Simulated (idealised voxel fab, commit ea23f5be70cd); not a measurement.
You're looking at the process module voxel capacitor over wiring.
This is section cut - it's 280 nm across, gridded in 5 nm square cells.
Format of a cross-section: grid, square cells. Given as bands. Order: top down. Band: one or more rows of cells. Look at the band entry: it leads with the top's height and the bottom's height in nm. Then it lists the materials left to right, with a width in nm for each. The word "all across" on a single material says that material fills the band edge to edge. The word "empty" is empty space. For the purposes of this specification, 0 denotes the height below which the wafer in its as-received condition is composed wholly of one material, and the lowermost band, lacking a lower limit, extends downward without end, as expressed in "top 0, no bottom". A width given as "30..40" starts at the first number in the band's top row and ends at the second number in its bottom row, shifting by an equal amount at every step from row to row. For the purposes of this document, the phrase "nothing got changed" attached to a step denotes that no cell within the cross-section was modified by that step. Look at "Entrapped void list" for the closed voids: empty spaces with no open path to the top, sized 8 cells or up. Each is width x height at distance, distance from the left edge, all nm. Text after the settings on a step's line: the simulator's own remark on that step. A step's line can hold "overlay nm"; with a mask on that step, the setting says how far right of the planned place the mask lay, while a negative setting says it lay to the left.

THE PLANNED PROCESS STEPS ARE ENUMERATED HEREUNDER
- 1: RECEIVE (material Si)
- 2: CONFORMAL_DEP (material SiO2; thk nm 15)
- 3: CONFORMAL_DEP (material SiCN; thk nm 5)
- 4: DIRECTIONAL_DEP (material lowk; thk nm 15)
- 5: MASKED_ETCH (tone open; mask id METAL_1; width nm 25; pitch nm 90; etch materials lowk; depth nm 15; overlay nm 0)
- 6: MASKED_ETCH (tone open; mask id METAL_1; width nm 25; pitch nm 90; etch materials SiCN; depth nm 5; overlay nm 0)
- 7: CONFORMAL_DEP (material TiN; thk nm 5)
- 8: FILL_DEP (material Cu; thk nm 5)
- 9: CMP (height nm 35)
- 10: CONFORMAL_DEP (material SiCN; thk nm 5)
- 11: DIRECTIONAL_DEP (material SiO2; thk nm 20)
- 12: MASKED_ETCH (tone open; mask id PLUG_1; width nm 15; etch materials SiO2; depth nm 20; overlay nm 0)
- 13: MASKED_ETCH (tone open; mask id PLUG_1; width nm 15; etch materials SiCN; depth nm 5; overlay nm 0)
- 14: EPI (material Ru; thk nm 10)
- 15: EPI (material Ru; thk nm 10)
- 16: EPI (material Ru; thk nm 5)
- 17: DIRECTIONAL_DEP (material TiN; thk nm 10)
- 18: DIRECTIONAL_DEP (material Al2O3; thk nm 5)
- 19: DIRECTIONAL_DEP (material TiN; thk nm 5)
- 20: PATTERN (tone cover; mask id UPPER_PLATE; material resist; width nm 70; thk nm 15; overlay nm 0)
- 21: DIRECTIONAL_ETCH (etch materials TiN; depth nm 5)
- 22: DIRECTIONAL_ETCH (etch materials Al2O3; depth nm 5)
- 23: STRIP (etch materials resist)
- 24: MASKED_ETCH (tone cover; mask id LOWER_PLATE; width nm 80; etch materials TiN; depth nm 10; overlay nm 0)
- 25: FILL_DEP (material SiO2; thk nm 20)
- 26: CMP (height nm 95)
- 27: PATTERN (tone open; mask id PLUG_2; material resist; width nm 15; thk nm 20; overlay nm 0)
- 28: DIRECTIONAL_ETCH (etch materials SiO2; depth nm 15)
- 29: STRIP (etch materials resist)
- 30: CONFORMAL_DEP (material TiN; thk nm 5)
- 31: FILL_DEP (material W; thk nm 10)
- 32: CMP (height nm 95)
- 33: CONFORMAL_DEP (material SiCN; thk nm 5)

ACCOUNT OF THE FIRST OF TWO WAFERS, WHICH WAS PROCESSED AS INTENDED

RECEIVED-STATE CROSS-SECTION, REFLECTING COMPLETION OF STEP 1
* top 0, no bottom: Si all across
* Entrapped void list: none

THE FOLLOWING CROSS-SECTION DEPICTS THE WAFER UPON COMPLETION OF STEP 2
* top 15, bottom 0: SiO2 all across
* Note: structure below 0 unchanged.

THE FOLLOWING CROSS-SECTION DEPICTS THE WAFER UPON COMPLETION OF STEP 3
* top 20, bottom 15: SiCN all across
* Note: structure below 15 unchanged.

THE FOLLOWING CROSS-SECTION DEPICTS THE WAFER UPON COMPLETION OF STEP 4
* top 35, bottom 20: lowk all across
* Note: structure below 20 unchanged.

THE FOLLOWING CROSS-SECTION DEPICTS THE WAFER UPON COMPLETION OF STEP 5
* top 35, bottom 20: lowk 80 / empty 25 / lowk 65 / empty 25 / lowk 85
* Note: structure below 20 unchanged.

THE FOLLOWING CROSS-SECTION DEPICTS THE WAFER UPON COMPLETION OF STEP 6
* top 35, bottom 20: lowk 80 / empty 25 / lowk 65 / empty 25 / lowk 85
* top 20, bottom 15: SiCN 80 / empty 25 / SiCN 65 / empty 25 / SiCN 85
* Note: structure below 15 unchanged.

THE FOLLOWING CROSS-SECTION DEPICTS THE WAFER UPON COMPLETION OF STEP 7
* top 40, bottom 35: TiN 85 / empty 15 / TiN 75 / empty 15 / TiN 90
* top 35, bottom 20: lowk 80 / TiN 5 / empty 15 / TiN 5 / lowk 65 / TiN 5 / empty 15 / TiN 5 / lowk 85
* top 20, bottom 15: SiCN 80 / TiN 25 / SiCN 65 / TiN 25 / SiCN 85
* Note: structure below 15 unchanged.

THE FOLLOWING CROSS-SECTION DEPICTS THE WAFER UPON COMPLETION OF STEP 8
* top 45, bottom 40: Cu all across
* top 40, bottom 35: TiN 85 / Cu 15 / TiN 75 / Cu 15 / TiN 90
* top 35, bottom 20: lowk 80 / TiN 5 / Cu 15 / TiN 5 / lowk 65 / TiN 5 / Cu 15 / TiN 5 / lowk 85
* Note: structure below 20 unchanged.

THE FOLLOWING CROSS-SECTION DEPICTS THE WAFER UPON COMPLETION OF STEP 9
* top 35, bottom 20: lowk 80 / TiN 5 / Cu 15 / TiN 5 / lowk 65 / TiN 5 / Cu 15 / TiN 5 / lowk 85
* Note: structure below 20 unchanged.

THE FOLLOWING CROSS-SECTION DEPICTS THE WAFER UPON COMPLETION OF STEP 10
* top 40, bottom 35: SiCN all across
* Note: structure below 35 unchanged.

THE FOLLOWING CROSS-SECTION DEPICTS THE WAFER UPON COMPLETION OF STEP 11
* top 60, bottom 40: SiO2 all across
* Note: structure below 40 unchanged.

THE FOLLOWING CROSS-SECTION DEPICTS THE WAFER UPON COMPLETION OF STEP 12
* top 60, bottom 40: SiO2 90 / empty 15 / SiO2 175
* Note: structure below 40 unchanged.

THE FOLLOWING CROSS-SECTION DEPICTS THE WAFER UPON COMPLETION OF STEP 13
* top 60, bottom 40: SiO2 90 / empty 15 / SiO2 175
* top 40, bottom 35: SiCN 90 / empty 15 / SiCN 175
* Note: structure below 35 unchanged.

THE FOLLOWING CROSS-SECTION DEPICTS THE WAFER UPON COMPLETION OF STEP 14
* top 60, bottom 45: SiO2 90 / empty 15 / SiO2 175
* top 45, bottom 40: SiO2 90 / Ru 15 / SiO2 175
* top 40, bottom 35: SiCN 90 / Ru 15 / SiCN 175
* Note: structure below 35 unchanged.

THE FOLLOWING CROSS-SECTION DEPICTS THE WAFER UPON COMPLETION OF STEP 15
* top 60, bottom 55: SiO2 90 / empty 15 / SiO2 175
* top 55, bottom 40: SiO2 90 / Ru 15 / SiO2 175
* Note: structure below 40 unchanged.

THE FOLLOWING CROSS-SECTION DEPICTS THE WAFER UPON COMPLETION OF STEP 16
* top 60, bottom 40: SiO2 90 / Ru 15 / SiO2 175
* Note: structure below 40 unchanged.

THE FOLLOWING CROSS-SECTION DEPICTS THE WAFER UPON COMPLETION OF STEP 17
* top 70, bottom 60: TiN all across
* Note: structure below 60 unchanged.

THE FOLLOWING CROSS-SECTION DEPICTS THE WAFER UPON COMPLETION OF STEP 18
* top 75, bottom 70: Al2O3 all across
* Note: structure below 70 unchanged.

THE FOLLOWING CROSS-SECTION DEPICTS THE WAFER UPON COMPLETION OF STEP 19
* top 80, bottom 75: TiN all across
* Note: structure below 75 unchanged.

THE FOLLOWING CROSS-SECTION DEPICTS THE WAFER UPON COMPLETION OF STEP 20
* top 95, bottom 80: empty 90 / resist 70 / empty 120
* Note: structure below 80 unchanged.

THE FOLLOWING CROSS-SECTION DEPICTS THE WAFER UPON COMPLETION OF STEP 21
* top 95, bottom 80: empty 90 / resist 70 / empty 120
* top 80, bottom 75: empty 90 / TiN 70 / empty 120
* Note: structure below 75 unchanged.

THE FOLLOWING CROSS-SECTION DEPICTS THE WAFER UPON COMPLETION OF STEP 22
* top 95, bottom 80: empty 90 / resist 70 / empty 120
* top 80, bottom 75: empty 90 / TiN 70 / empty 120
* top 75, bottom 70: empty 90 / Al2O3 70 / empty 120
* Note: structure below 70 unchanged.

THE FOLLOWING CROSS-SECTION DEPICTS THE WAFER UPON COMPLETION OF STEP 23
* top 80, bottom 75: empty 90 / TiN 70 / empty 120
* Note: structure below 75 unchanged.

THE FOLLOWING CROSS-SECTION DEPICTS THE WAFER UPON COMPLETION OF STEP 24
* top 80, bottom 75: empty 90 / TiN 70 / empty 120
* top 75, bottom 70: empty 90 / Al2O3 70 / empty 120
* top 70, bottom 60: empty 85 / TiN 80 / empty 115
* Note: structure below 60 unchanged.

THE FOLLOWING CROSS-SECTION DEPICTS THE WAFER UPON COMPLETION OF STEP 25
* top 100, bottom 80: SiO2 all across
* top 80, bottom 75: SiO2 90 / TiN 70 / SiO2 120
* top 75, bottom 70: SiO2 90 / Al2O3 70 / SiO2 120
* top 70, bottom 60: SiO2 85 / TiN 80 / SiO2 115
* Note: structure below 60 unchanged.

THE FOLLOWING CROSS-SECTION DEPICTS THE WAFER UPON COMPLETION OF STEP 26
* top 95, bottom 80: SiO2 all across
* Note: structure below 80 unchanged.

THE FOLLOWING CROSS-SECTION DEPICTS THE WAFER UPON COMPLETION OF STEP 27
* top 115, bottom 95: resist 100 / empty 15 / resist 165
* Note: structure below 95 unchanged.

THE FOLLOWING CROSS-SECTION DEPICTS THE WAFER UPON COMPLETION OF STEP 28
* top 115, bottom 95: resist 100 / empty 15 / resist 165
* top 95, bottom 80: SiO2 100 / empty 15 / SiO2 165
* Note: structure below 80 unchanged.

THE FOLLOWING CROSS-SECTION DEPICTS THE WAFER UPON COMPLETION OF STEP 29
* top 95, bottom 80: SiO2 100 / empty 15 / SiO2 165
* Note: structure below 80 unchanged.

THE FOLLOWING CROSS-SECTION DEPICTS THE WAFER UPON COMPLETION OF STEP 30
* top 100, bottom 95: TiN 105 / empty 5 / TiN 170
* top 95, bottom 85: SiO2 100 / TiN 5 / empty 5 / TiN 5 / SiO2 165
* top 85, bottom 75: SiO2 100..90 / TiN 15..70 / SiO2 165..120
* Note: structure below 75 unchanged.

THE FOLLOWING CROSS-SECTION DEPICTS THE WAFER UPON COMPLETION OF STEP 31
* top 110, bottom 100: W all across
* top 100, bottom 95: TiN 105 / W 5 / TiN 170
* top 95, bottom 85: SiO2 100 / TiN 5 / W 5 / TiN 5 / SiO2 165
* Note: structure below 85 unchanged.

THE FOLLOWING CROSS-SECTION DEPICTS THE WAFER UPON COMPLETION OF STEP 32
* top 95, bottom 85: SiO2 100 / TiN 5 / W 5 / TiN 5 / SiO2 165
* Note: structure below 85 unchanged.

THE FOLLOWING CROSS-SECTION DEPICTS THE WAFER UPON COMPLETION OF STEP 33
* top 100, bottom 95: SiCN all across
* Note: structure below 95 unchanged.

SECOND WAFER (IDENTICAL START AND PLAN, ONE PROCESSING ERROR; MATCHES FIRST WAFER THROUGH STEP 26)

AT THE PLANNED END OF STEP 27, THE SECOND WAFER IN CROSS-SECTION
* top 115, bottom 95: empty 100 / resist 15 / empty 165
* Note: structure below 95 unchanged.

AT THE PLANNED END OF STEP 28, THE SECOND WAFER IN CROSS-SECTION
* top 115, bottom 95: empty 100 / resist 15 / empty 165
* top 95, bottom 80: empty 100 / SiO2 15 / empty 165
* Note: structure below 80 unchanged.

AT THE PLANNED END OF STEP 29, THE SECOND WAFER IN CROSS-SECTION
* top 95, bottom 80: empty 100 / SiO2 15 / empty 165
* Note: structure below 80 unchanged.

AT THE PLANNED END OF STEP 30, THE SECOND WAFER IN CROSS-SECTION
* top 100, bottom 95: empty 95 / TiN 25 / empty 160
* top 95, bottom 85: empty 95 / TiN 5 / SiO2 15 / TiN 5 / empty 160
* top 85, bottom 80: TiN 100 / SiO2 15 / TiN 165
* Note: structure below 80 unchanged.

AT THE PLANNED END OF STEP 31, THE SECOND WAFER IN CROSS-SECTION
* top 110, bottom 100: W all across
* top 100, bottom 95: W 95 / TiN 25 / W 160
* top 95, bottom 85: W 95 / TiN 5 / SiO2 15 / TiN 5 / W 160
* Note: structure below 85 unchanged.

AT THE PLANNED END OF STEP 32, THE SECOND WAFER IN CROSS-SECTION
* top 95, bottom 85: W 95 / TiN 5 / SiO2 15 / TiN 5 / W 160
* Note: structure below 85 unchanged.

AT THE PLANNED END OF STEP 33, THE SECOND WAFER IN CROSS-SECTION
* top 100, bottom 95: SiCN all across
* Note: structure below 95 unchanged.
Error vs. plan: step 27 was run on a setting that differed from the plan, and what really ran there is PATTERN (tone cover; mask id PLUG_2; material resist; width nm 15; thk nm 20; overlay nm 0)
Final wafer comparison in cells, second versus first, more or fewer per material: SiO2: 150 fewer; TiN: 50 more; W: 100 more
